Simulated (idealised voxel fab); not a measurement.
The document below concerns the process module designated voxel plated lines.
It is cross-section cut that appears here, measuring 140 nm in width, its square cells being 5 nm in size.
A cross-section is a grid of square cells, given in bands from the top down. A band is one or more rows of cells.
A band entry consists of two parts. The first gives the height of the band's top and the height of its bottom, in nm. The rest lists the band's materials from left to right, each with its width in nm. A single material labelled with the word "throughout" fills the band from edge to edge, and the word "blank" marks empty space.
Where do heights start? At 0: under that level the wafer as delivered is made of one material only. And the lowest band has no floor; it just carries on downward, as in "0 down".
Per-row width for "30 to 40": begins at first number (top row of band), ends at second number (bottom row), increment between rows held constant.
A step reported as "no modification" is a step in which no cell of the cross-section changed.
Enclosed voids (no open way to top), threshold 8 cells or more, entry "Enclosed void catalog", notation width x height at distance, distance from left edge, nm.
Text after the settings on a step's line: the simulator's own remark on that step.
overlay nm: where the mask lay relative to plan, measured to the right, on steps with a mask; negatives go left.
**Process steps (planned)**
- 1: op RECEIVE | material Si
- 2: op CONFORMAL_DEP | material Al2O3 | thk nm 5
- 3: op DIRECTIONAL_DEP | material TiN | thk nm 5
- 4: op PATTERN | tone open | mask id LINES | material resist | width nm 20 | pitch nm 35 | thk nm 15 | overlay nm 0
- 5: op EPI | material Ru | thk nm 5
- 6: op STRIP | etch materials resist
- 7: op DIRECTIONAL_ETCH | etch materials TiN | depth nm 5
- 8: op CONFORMAL_DEP | material SiCN | thk nm 10
**Cross-section, incoming material, after step 1**
* 0 down = Si throughout
* Enclosed void catalog: none
**The first of two wafers, cross-sectioned at the end of the module, with the run proceeding as planned**
* 25 to 15 = blank 15 | SiCN 110 | blank 15
* 15 to 10 = SiCN 25 | Ru 20 | SiCN 15 | Ru 20 | SiCN 15 | Ru 20 | SiCN 25
* 10 to 5 = SiCN 25 | TiN 20 | SiCN 15 | TiN 20 | SiCN 15 | TiN 20 | SiCN 25
* 5 to 0 = Al2O3 throughout
* 0 down = Si throughout
* Enclosed void catalog: none
**Cross-section, second wafer: same start as the first, same plan as the first, one mistake in running it; taken at the end of the module**
* 25 to 15 = SiCN throughout
* 15 to 10 = Ru 25 | SiCN 20 | Ru 15 | SiCN 20 | Ru 15 | SiCN 20 | Ru 25
* 10 to 5 = TiN 25 | SiCN 20 | TiN 15 | SiCN 20 | TiN 15 | SiCN 20 | TiN 25
* 5 to 0 = Al2O3 throughout
* 0 down = Si throughout
* Enclosed void catalog: none
Want to know what went wrong? planned and actual differ for step 4; actual: op PATTERN | tone cover | mask id LINES | material resist | width nm 20 | pitch nm 35 | thk nm 15 | overlay nm 0
End of process, cell counts, second wafer against first, materials with more or fewer: Ru +4; SiCN +4; TiN +4
